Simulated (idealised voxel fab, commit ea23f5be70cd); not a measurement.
process module | voxel fin reveal
cross-section cut | 255 nm wide | cells 5 nm
A cross-section is a grid of square cells, given in bands from the top down. A band is one or more rows of cells.
Each band's line starts with the height of the band's top and of its bottom, in nm. Then come its materials from left to right, each with its width in nm. One material with "throughout" fills the band from edge to edge. "air" is empty space.
Height 0 is the level under which the wafer as received is all one material. The lowest band goes on downwards, as in "0 down".
A width such as "30 to 40" changes by the same amount from each row of cells to the next, from the band's top row to its bottom row.
"no change" after a step means that no cell of the cross-section changed.
closed voids: empty space of 8 cells or more with no open way to the top, each as width x height at its distance from the left edge, in nm
after a step's settings: what the simulator itself notes on the step
overlay nm, on a step with a mask: how far to the right of its planned place the mask lay; to the left if negative
plan
1 op RECEIVE | material Si
2 op CONFORMAL_DEP | material SiN | thk nm 5
3 op PATTERN | tone cover | mask id FINS | material resist | width nm 15 | pitch nm 45 | thk nm 15 | overlay nm 0
4 op DIRECTIONAL_ETCH | etch materials SiN | depth nm 5
5 op DIRECTIONAL_ETCH | etch materials Si | depth nm 30
6 op STRIP | etch materials resist
7 op FILL_DEP | material SiO2 | thk nm 5
8 op CMP | height nm 5
9 op SELECTIVE_ETCH | etch materials SiO2 | depth nm 15
10 op STRIP | etch materials SiN
varied across the wafers: thk nm of step 2. The plan shows the first wafer's value. All wafers start alike
first wafer as received, after step 1
  0 down: Si throughout
  closed voids: none
each wafer at the end: cells of each material gained (+) or lost (-) since it was received, then its closed voids
thk nm 5 | -234 Si | +156 SiO2 | closed voids: none
thk nm 10 | no cell changed | closed voids: none
thk nm 15 | no cell changed | closed voids: none
thk nm 20 | no cell changed | closed voids: none
